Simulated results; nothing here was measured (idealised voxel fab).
Herein follows the process module entitled voxel self aligned contacts.
The width of the displayed cross-section, cut, is 200 nm; its cells are square, with a size of 5 nm.
Each cross-section below is a grid of square cells, stated as bands in top-down order, with one or more rows of cells making up each band.
For a band, the entry starts with two heights in nm, that of the top and then that of the bottom, and carries on with the band's materials in order from left to right, each alongside its width in nm; the word "all across" beside a single material means it fills the band edge to edge, and "air" means empty space.
Height 0 is the level under which the wafer as received is all one material. The lowest band goes on downwards, as in "0 nm and below".
Per-row width for "30..40": begins at first number (top row of band), ends at second number (bottom row), increment between rows held constant.
Take "identical to before" at face value: in the step it is given for, the cross-section changed in none of its cells.
Heads up: "Unvented voids" only lists the empty pockets with no open path to the top that are 8 cells or more, and it writes them as width x height at distance, distance from the left edge, in nm.
If you see something after the settings on a step's line, that's the simulator's own remark about that step.
What "overlay nm" on a step's line means: if the step has a mask, that mask lay this far to the right of its planned place, or, when the value is negative, to the left.

-- This section lists the process steps that were planned
1) RECEIVE with material Si
2) OXIDIZE with depth nm 5
3) DIRECTIONAL_DEP with material polySi, thk nm 20
4) DIRECTIONAL_DEP with material SiN, thk nm 25
5) DIRECTIONAL_DEP with material aC, thk nm 10
6) PATTERN with tone cover, mask id GATE, material resist, width nm 30, pitch nm 65, thk nm 30, overlay nm 0
7) DIRECTIONAL_ETCH with etch materials aC, depth nm 10
8) STRIP with etch materials resist
9) DIRECTIONAL_ETCH with etch materials SiN, depth nm 25
10) DIRECTIONAL_ETCH with etch materials polySi, depth nm 20
11) STRIP with etch materials aC
12) CONFORMAL_DEP with material SiN, thk nm 10
13) DIRECTIONAL_ETCH with etch materials SiN, depth nm 10
14) FILL_DEP with material SiO2, thk nm 20
15) CMP with height nm 55
16) MASKED_ETCH with tone open, mask id CONTACT, width nm 45, pitch nm 65, etch materials SiO2, depth nm 60, overlay nm 0
17) CONFORMAL_DEP with material TiN, thk nm 5
18) FILL_DEP with material Ru, thk nm 10
19) CMP with height nm 55
20) CONFORMAL_DEP with material SiN, thk nm 5

-- As-received state of the wafer in cross-section, equivalent to post-step 1
> 0 nm and below  Si all across
> Unvented voids: none

-- The module was run from the start shown above using the plan shown above, but one mistake was made doing it; the resulting wafer cross-section is below
> 60 nm to 55 nm  SiN all across
> 55 nm to 45 nm  45 nm SiO2  5..20 nm TiN  35..5 nm Ru  5..20 nm TiN  20 nm SiO2  5..20 nm TiN  35..5 nm Ru  5..20 nm TiN  45 nm SiO2
> 45 nm to 20 nm  10 nm SiO2  50 nm SiN  5 nm TiN  5 nm Ru  5 nm TiN  50 nm SiN  5 nm TiN  5 nm Ru  5 nm TiN  50 nm SiN  10 nm SiO2
> 20 nm to 10 nm  10 nm SiO2  10 nm SiN  30 nm polySi  10 nm SiN  5 nm TiN  5 nm Ru  5 nm TiN  10 nm SiN  30 nm polySi  10 nm SiN  5 nm TiN  5 nm Ru  5 nm TiN  10 nm SiN  30 nm polySi  10 nm SiN  10 nm SiO2
> 10 nm to 5 nm  10 nm SiO2  10 nm SiN  30 nm polySi  10 nm SiN  15 nm TiN  10 nm SiN  30 nm polySi  10 nm SiN  15 nm TiN  10 nm SiN  30 nm polySi  10 nm SiN  10 nm SiO2
> 5 nm to 0 nm  polySi all across
> 0 nm to -5 nm  SiO2 all across
> -5 nm and below  Si all across
> Unvented voids: none
Run error: step 10 ran differently from the plan; actual operation with settings: DIRECTIONAL_ETCH with etch materials polySi, depth nm 15
